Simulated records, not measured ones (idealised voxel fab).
The process module that follows is named voxel plated lines.
The cross-section on display is named cut; it measures 185 nm wide, and its cells are 5 nm squares.
Each cross-section below is a grid of square cells, stated as bands in top-down order, with one or more rows of cells making up each band.
Within each band entry, the heights of the top and of the bottom of the band appear first, in that order and in nm; the materials of the band then follow from left to right, each with its corresponding width in nm. The designation "throughout" on a single material indicates that it fills the band from edge to edge; the designation "blank" indicates empty space.
Height datum 0, below which the as-received substrate wafer is one material. Lowest band open at the bottom, running downward: "0..down".
Think of "30..40" as a width that walks from the first number to the second as you go down the band, top row to bottom row, taking equal-sized steps from row to row.
The cross-section has no changed cell in any step marked "everything unchanged".
"Closed internal cavities" lists enclosed empty spaces (at least 8 cells, no open path upward to the top), each as width x height at distance from the left edge, in nm.
Read whatever lies past the settings on a step's line as the simulator's own remark about the step.
overlay nm: mask right of planned place by this much (step with mask). Neg. = left.

Listed below are the process steps as planned:
step 1: RECEIVE (material Si)
step 2: CONFORMAL_DEP (material Al2O3; thk nm 15)
step 3: DIRECTIONAL_DEP (material TiN; thk nm 5)
step 4: PATTERN (tone open; mask id LINES; material resist; width nm 25; pitch nm 55; thk nm 30; overlay nm 0)
step 5: EPI (material Ru; thk nm 5)
step 6: EPI (material Ru; thk nm 10)
step 7: STRIP (etch materials resist)
step 8: DIRECTIONAL_ETCH (etch materials TiN; depth nm 5)
step 9: CONFORMAL_DEP (material SiN; thk nm 10)

Cross-section, incoming material, after step 1:
- 0..down  Si throughout
- Closed internal cavities: none

Below is the wafer in cross-section after the module was completed. It began from the starting point shown above and followed the plan shown above, except that one mistake was made while running it:
- 30..15  SiN throughout
- 15..0  Al2O3 throughout
- 0..down  Si throughout
- Closed internal cavities: none
Nonconformance to the process plan: not per plan at step 3, really ran DIRECTIONAL_DEP (material SiN; thk nm 5)
